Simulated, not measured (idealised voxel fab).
process module | voxel trench capacitor
cross-section cut | 245 nm wide | cells 5 nm
A cross-section is a grid of square cells, given in bands from the top down. A band is one or more rows of cells.
Each band's line starts with the height of the band's top and of its bottom, in nm. Then come its materials from left to right, each with its width in nm. One material with "throughout" fills the band from edge to edge. "air" is empty space.
Height 0 is the level under which the wafer as received is all one material. The lowest band goes on downwards, as in "0 down".
A width such as "30 to 40" changes by the same amount from each row of cells to the next, from the band's top row to its bottom row.
"no change" after a step means that no cell of the cross-section changed.
closed voids: empty space of 8 cells or more with no open way to the top, each as width x height at its distance from the left edge, in nm
after a step's settings: what the simulator itself notes on the step
overlay nm, on a step with a mask: how far to the right of its planned place the mask lay; to the left if negative
plan
1 op RECEIVE | material Si
2 op CONFORMAL_DEP | material SiN | thk nm 10
3 op PATTERN | tone open | mask id TRENCH | material resist | width nm 25 | pitch nm 55 | thk nm 20 | overlay nm 0
4 op DIRECTIONAL_ETCH | etch materials SiN | depth nm 10
5 op DIRECTIONAL_ETCH | etch materials Si | depth nm 25
6 op STRIP | etch materials resist
7 op CONFORMAL_DEP | material Al2O3 | thk nm 5
8 op CONFORMAL_DEP | material TiN | thk nm 5
9 op FILL_DEP | material W | thk nm 10
10 op CMP | height nm 10
as received, after step 1
  0 down: Si throughout
  closed voids: none
a wafer at the end: this start, this plan, one mistake
  10 to 0: SiN 55 | Al2O3 5 | TiN 5 | W 5 | TiN 5 | Al2O3 5 | SiN 30 | Al2O3 5 | TiN 5 | W 5 | TiN 5 | Al2O3 5 | SiN 30 | Al2O3 5 | TiN 5 | W 5 | TiN 5 | Al2O3 5 | SiN 55
  0 to -40: Si 55 | Al2O3 5 | TiN 5 | W 5 | TiN 5 | Al2O3 5 | Si 30 | Al2O3 5 | TiN 5 | W 5 | TiN 5 | Al2O3 5 | Si 30 | Al2O3 5 | TiN 5 | W 5 | TiN 5 | Al2O3 5 | Si 55
  -40 to -45: Si 55 | Al2O3 5 | TiN 15 | Al2O3 5 | Si 30 | Al2O3 5 | TiN 15 | Al2O3 5 | Si 30 | Al2O3 5 | TiN 15 | Al2O3 5 | Si 55
  -45 to -50: Si 55 | Al2O3 25 | Si 30 | Al2O3 25 | Si 30 | Al2O3 25 | Si 55
  -50 down: Si throughout
  closed voids: none
what went wrong: step 5 was run twice
